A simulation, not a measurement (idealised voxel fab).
The following is a process module called voxel tone inversion.
The width of the displayed cross-section, cut, is 295 nm; its cells are square, with a size of 5 nm.
Cross-sections here: square-cell grids, written as top-down lists of bands, a band being one or more rows of cells. For a band, the entry starts with two heights in nm, that of the top and then that of the bottom, and carries on with the band's materials in order from left to right, each alongside its width in nm; the word "edge to edge" beside a single material means it fills the band edge to edge, and "empty" means empty space. A quick word on heights: they are counted from 0, and under that level the wafer as it came to us is one material throughout. The lowest band is different from the rest in having no bottom; it simply continues downward, written as in "0..down". When a width is written as two numbers, as in "30->40", the first number is the width in the top row of cells of the band and the second is the width in its bottom row, and the width changes by the same amount from each row to the next. Any step labelled "no modification" changed none of the cells in the cross-section. So "Closed cavities" is basically the list of trapped voids: any empty space of 8 cells or more that can't reach the top through an opening. They're written width x height at distance, the distance being from the left edge, and it's all nm. On a step's line, text after the settings is the simulator commenting on that step. overlay nm: step with mask; distance mask lay right of planned place; negative value = left of planned place.
PROCESS STEPS FORESEEN IN THE PLAN
| 1 | op RECEIVE | material Si |
| 2 | op CONFORMAL_DEP | material SiN | thk nm 10 |
| 3 | op DIRECTIONAL_DEP | material polySi | thk nm 20 |
| 4 | op PATTERN | tone cover | mask id POSTS | material resist | width nm 20 | pitch nm 50 | thk nm 30 | overlay nm -15 |
| 5 | op DIRECTIONAL_ETCH | etch materials polySi | depth nm 20 |
| 6 | op STRIP | etch materials resist |
| 7 | op FILL_DEP | material lowk | thk nm 10 |
| 8 | op CMP | height nm 30 |
| 9 | op STRIP | etch materials polySi |
| 10 | op CONFORMAL_DEP | material TiN | thk nm 5 |
| 11 | op FILL_DEP | material Ru | thk nm 5 |
| 12 | op CMP | height nm 30 |
| 13 | op CONFORMAL_DEP | material SiCN | thk nm 5 |
The value of overlay nm given for step 4 in the plan refers to the first wafer; the wafers vary in this setting and are alike at the start.
SO THIS IS THE FIRST OF SEVERAL WAFERS, CROSS-SECTIONED AS IT CAME TO US, MEANING IT'S AT THE END OF STEP 1
    0..down  Si edge to edge
    Closed cavities: none
SHOWN IN CROSS-SECTION: THE FIRST OF SEVERAL WAFERS AT THE END OF THE MODULE, AFTER ITS LAST STEP, STEP 13
    35..30  SiCN edge to edge
    30..15  95 nm lowk / 5 nm TiN / 10 nm Ru / 5 nm TiN / 30 nm lowk / 5 nm TiN / 10 nm Ru / 5 nm TiN / 130 nm lowk
    15..10  95 nm lowk / 20 nm TiN / 30 nm lowk / 20 nm TiN / 130 nm lowk
    10..0  SiN edge to edge
    0..down  Si edge to edge
    Closed cavities: none
CROSS-SECTION, LAST WAFER, MODULE COMPLETION
    35..30  SiCN edge to edge
    30..15  125 nm lowk / 5 nm TiN / 10 nm Ru / 5 nm TiN / 30 nm lowk / 5 nm TiN / 10 nm Ru / 5 nm TiN / 100 nm lowk
    15..10  125 nm lowk / 20 nm TiN / 30 nm lowk / 20 nm TiN / 100 nm lowk
    10..0  SiN edge to edge
    0..down  Si edge to edge
    Closed cavities: none
GAINED (+) OR LOST (-) CELLS OF EACH MATERIAL SINCE RECEIPT, THEN CLOSED VOIDS: ONE ROW PER WAFER, AT THE END OF THE MODULE
overlay nm -15, +12 Ru, +59 SiCN, +118 SiN, +20 TiN, +204 lowk, Closed cavities: none
overlay nm -10, +12 Ru, +59 SiCN, +118 SiN, +20 TiN, +204 lowk, Closed cavities: none
overlay nm -5, +12 Ru, +59 SiCN, +118 SiN, +20 TiN, +204 lowk, Closed cavities: none
overlay nm 0, +12 Ru, +59 SiCN, +118 SiN, +20 TiN, +204 lowk, Closed cavities: none
overlay nm 5, +12 Ru, +59 SiCN, +118 SiN, +20 TiN, +204 lowk, Closed cavities: none
overlay nm 10, +12 Ru, +59 SiCN, +118 SiN, +20 TiN, +204 lowk, Closed cavities: none
overlay nm 15, +12 Ru, +59 SiCN, +118 SiN, +20 TiN, +204 lowk, Closed cavities: none
